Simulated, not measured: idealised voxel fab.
The following is a process module called voxel local oxidation.
Square cell edge 5 nm, section width 210 nm, ID cut.
Heads up, the way a cross-section reads in here is a grid of square cells, handed over as bands from the top down, with every band being one or more rows of cells.
It is stipulated that each band's entry specify, in nanometres, the height of the top of the band and then that of its bottom, followed by the materials of the band in left-to-right sequence, each together with its width in nanometres. A single material marked by the word "full width" is understood to fill the band from edge to edge; the word "blank" is understood to denote empty space.
Beneath 0, the wafer as received is one material, and that level is where height counting begins. The lowest band goes on downward without a bottom; it is written like "0 nm and below".
So if you see something like "30 to 40" for the width, read it as the top row of the band sitting at the first number and the bottom row at the second, with every row in between moving by the same amount as the last.
Take "no alterations made" at face value: in the step it is given for, the cross-section changed in none of its cells.
Basically, "Closed cavities" tells you about the enclosed voids: empty spaces with no open way to the top, 8 cells or bigger, each written width x height at distance, where distance is from the left edge, all in nm.
Heads up: the bit after the settings on a step's line is the simulator's remark on that step.
Steps that use a mask can have "overlay nm" on their line. It says how far the mask sat to the right of where it was meant to be. Negative means to the left.
-- Here's what the planned process steps look like
1) RECEIVE [material Si]
2) OXIDIZE [depth nm 5]
3) CONFORMAL_DEP [material SiN] [thk nm 10]
4) MASKED_ETCH [tone cover] [mask id ACTIVE] [width nm 130] [etch materials SiN] [depth nm 10] [overlay nm 0]
5) SELECTIVE_ETCH [etch materials SiO2] [depth nm 5]
6) OXIDIZE [depth nm 10]
7) STRIP [etch materials SiN]
-- So this is the incoming wafer in cross-section - it's already been through step 1
	0 nm and below | Si full width
	Closed cavities: none
-- As-planned run: cross-section of the first of two wafers at end of module
	0 nm to -5 nm | blank: 45; SiO2: 120; blank: 45
	-5 nm to -15 nm | SiO2: 55; Si: 100; SiO2: 55
	-15 nm and below | Si full width
	Closed cavities: none
-- Wafer two, sectioned after the module: the first wafer's start, the first wafer's plan, and one mistake in how it was run
	0 nm to -5 nm | blank: 45; SiO2: 125; blank: 40
	-5 nm to -15 nm | SiO2: 55; Si: 105; SiO2: 50
	-15 nm and below | Si full width
	Closed cavities: none
Which mistake was made when the wafer was run? step 4, actual vs plan mismatch, actual run MASKED_ETCH [tone cover] [mask id ACTIVE] [width nm 135] [etch materials SiN] [depth nm 10] [overlay nm 0]
Once processing is complete, comparing cell counts shows that the second wafer has more or fewer of certain materials than the first: +2 Si, -1 SiO2
